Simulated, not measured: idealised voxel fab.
Documented hereafter: the process module known as voxel trench capacitor.
140 nm wide, 5 nm square cells: that's cross-section cut.
Cross-section format: a grid of square cells, given as bands from top to bottom; each band is one or more rows of cells. The band entry comprises the height of the band's top followed by the height of its bottom, expressed in nm, and subsequently the band's materials from left to right, each stated together with its width in nm. Where a single material is marked with the word "full width", that material fills the band from edge to edge. The word "empty" represents empty space. For the purposes of this specification, 0 denotes the height below which the wafer in its as-received condition is composed wholly of one material, and the lowermost band, lacking a lower limit, extends downward without end, as expressed in "0..down". When a width is written as two numbers, as in "30->40", the first number is the width in the top row of cells of the band and the second is the width in its bottom row, and the width changes by the same amount from each row to the next. No cell of the cross-section changed in a step that is given as "all unchanged". What "Entrapped void list" gives you is every empty space of 8 cells or more that is cut off from the top. Each appears as width x height at distance, with the distance taken from the left edge and width, height and distance all in nm. What comes after the settings on a step's line is commentary from the simulator itself on that step. overlay nm: mask offset rightward from planned place, masked step; negative means leftward offset.

-- Planned step list for the process
- 1: RECEIVE,material Si
- 2: CONFORMAL_DEP,material SiN,thk nm 10
- 3: MASKED_ETCH,tone open,mask id TRENCH,width nm 20,pitch nm 35,etch materials SiN,depth nm 10,overlay nm 0
- 4: MASKED_ETCH,tone open,mask id TRENCH,width nm 20,pitch nm 35,etch materials Si,depth nm 35,overlay nm 0
- 5: CONFORMAL_DEP,material Al2O3,thk nm 5
- 6: FILL_DEP,material polySi,thk nm 5
- 7: CMP,height nm 10

-- Incoming wafer, cross-sectional view, post step 1
    0..down: Si full width
    Entrapped void list: none

-- Result of the module, cross-sectioned: start per above, plan per above, one error in how it was run
    10..5: polySi full width
    5..0: 45 of Al2O3, then 10 of polySi, then 25 of Al2O3, then 10 of polySi, then 50 of Al2O3
    0..-30: 40 of Si, then 5 of Al2O3, then 10 of polySi, then 5 of Al2O3, then 15 of Si, then 5 of Al2O3, then 10 of polySi, then 5 of Al2O3, then 45 of Si
    -30..-35: 40 of Si, then 20 of Al2O3, then 15 of Si, then 20 of Al2O3, then 45 of Si
    -35..down: Si full width
    Entrapped void list: none
The plan and the run diverged here: it should be noted that step 2 of the plan was omitted and was not performed
